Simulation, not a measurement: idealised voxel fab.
Process module under the name voxel capacitor over wiring
This is section cut - it's 245 nm across, gridded in 5 nm square cells.
If you're reading a cross-section in this doc, picture square cells in a grid; it comes to you as bands, top ones listed first down to the bottom, and a band can be one or more rows of cells. Heads up on the band format: heights come first, top then bottom, in nm. After that it's the materials left to right, each with its width in nm. A single material flagged "all across" fills the whole band edge to edge, and "blank" means there's empty space there. Heights are measured from 0, the level below which the as-received wafer is all one material; the lowest band has no bottom and continues downward, written as in "0..down". Top row gets the first number, bottom row gets the second, and each row in between changes by the same step: that is how a band width like "30->40" works. The cross-section has no changed cell in any step marked "everything unchanged". "Trapped void list" - sealed voids, min. 8 cells, no opening to top; format: width x height at distance (distance from left edge; nm throughout). That trailing text on a step's line, after the settings, is the simulator's own remark on the step. "overlay nm", when on a step's line for a step with a mask, measures how far to the right of its planned place the mask lay; a negative measure means to the left.

# Steps planned for the process
1 RECEIVE [material Si]
2 CONFORMAL_DEP [material SiO2] [thk nm 15]
3 DIRECTIONAL_DEP [material TiN] [thk nm 5]
4 DIRECTIONAL_DEP [material W] [thk nm 25]
5 DIRECTIONAL_DEP [material aC] [thk nm 10]
6 PATTERN [tone cover] [mask id METAL_1] [material resist] [width nm 25] [pitch nm 80] [thk nm 30] [overlay nm 0]
7 DIRECTIONAL_ETCH [etch materials aC] [depth nm 10]
8 STRIP [etch materials resist]
9 DIRECTIONAL_ETCH [etch materials W] [depth nm 25]
10 DIRECTIONAL_ETCH [etch materials TiN] [depth nm 5]
11 STRIP [etch materials aC]
12 CONFORMAL_DEP [material SiCN] [thk nm 5]
13 FILL_DEP [material lowk] [thk nm 10]
14 CMP [height nm 45]
15 CONFORMAL_DEP [material SiCN] [thk nm 5]
16 DIRECTIONAL_DEP [material lowk] [thk nm 10]
17 DIRECTIONAL_DEP [material aC] [thk nm 10]
18 PATTERN [tone open] [mask id PLUG_1] [material resist] [width nm 15] [thk nm 30] [overlay nm 0]
19 DIRECTIONAL_ETCH [etch materials aC] [depth nm 10]
20 STRIP [etch materials resist]
21 DIRECTIONAL_ETCH [etch materials lowk] [depth nm 10]
22 DIRECTIONAL_ETCH [etch materials SiCN] [depth nm 5]
23 STRIP [etch materials aC]
24 CONFORMAL_DEP [material TiN] [thk nm 5]
25 FILL_DEP [material Cu] [thk nm 5]
26 CMP [height nm 60]
27 DIRECTIONAL_DEP [material TiN] [thk nm 5]
28 DIRECTIONAL_DEP [material SiN] [thk nm 5]
29 DIRECTIONAL_DEP [material TiN] [thk nm 5]
30 DIRECTIONAL_DEP [material aC] [thk nm 10]
31 PATTERN [tone cover] [mask id UPPER_PLATE] [material resist] [width nm 60] [thk nm 30] [overlay nm 0]
32 DIRECTIONAL_ETCH [etch materials aC] [depth nm 10]
33 STRIP [etch materials resist]
34 DIRECTIONAL_ETCH [etch materials TiN] [depth nm 5]
35 DIRECTIONAL_ETCH [etch materials SiN] [depth nm 5]
36 STRIP [etch materials aC]
37 PATTERN [tone cover] [mask id LOWER_PLATE] [material resist] [width nm 70] [thk nm 20] [overlay nm 0]
38 DIRECTIONAL_ETCH [etch materials TiN] [depth nm 5]
39 STRIP [etch materials resist]
40 FILL_DEP [material SiO2] [thk nm 20]
41 CMP [height nm 90]
42 MASKED_ETCH [tone open] [mask id PLUG_2] [width nm 15] [etch materials SiO2] [depth nm 15] [overlay nm 0]
43 CONFORMAL_DEP [material TiN] [thk nm 5]
44 FILL_DEP [material Cu] [thk nm 10]
45 CMP [height nm 90]
46 CONFORMAL_DEP [material SiN] [thk nm 5]

# Cross-sectional view of the wafer in its as-received condition, corresponding to the state after step 1
	0..down: Si all across
	Trapped void list: none

# First of two wafers: cross-section at end of module, run per plan
	95..90: SiN all across
	90..80: 90 of SiO2  5 of TiN  5 of Cu  5 of TiN  140 of SiO2
	80..70: 90->80 of SiO2  15->60 of TiN  140->105 of SiO2
	70..65: 80 of SiO2  60 of SiN  105 of SiO2
	65..60: 75 of SiO2  70 of TiN  100 of SiO2
	60..50: 80 of lowk  5 of TiN  5 of Cu  5 of TiN  150 of lowk
	50..45: 80 of SiCN  15 of TiN  150 of SiCN
	45..20: 65 of lowk  5 of SiCN  25 of W  5 of SiCN  45 of lowk  5 of SiCN  25 of W  5 of SiCN  65 of lowk
	20..15: 70 of SiCN  25 of TiN  55 of SiCN  25 of TiN  70 of SiCN
	15..0: SiO2 all across
	0..down: Si all across
	Trapped void list: none

# End-of-module cross-section of the second wafer: identical starting point and process plan to the first, with one processing mistake
	95..90: SiN all across
	90..80: 90 of SiO2  5 of TiN  5 of Cu  5 of TiN  140 of SiO2
	80..70: 90->80 of SiO2  15->60 of TiN  140->105 of SiO2
	70..65: 80 of SiO2  60 of SiN  105 of SiO2
	65..60: 75 of SiO2  70 of TiN  100 of SiO2
	60..55: 80 of SiCN  15 of TiN  150 of SiCN
	55..45: lowk all across
	45..20: 65 of lowk  5 of SiCN  25 of W  5 of SiCN  45 of lowk  5 of SiCN  25 of W  5 of SiCN  65 of lowk
	20..15: 70 of SiCN  25 of TiN  55 of SiCN  25 of TiN  70 of SiCN
	15..0: SiO2 all across
	0..down: Si all across
	Trapped void list: none
Plan not followed: steps 15 and 16 swapped
Final tally in cells, some materials are higher or lower on the second wafer than on the first: Cu: 2 fewer; TiN: 4 fewer; lowk: 6 more
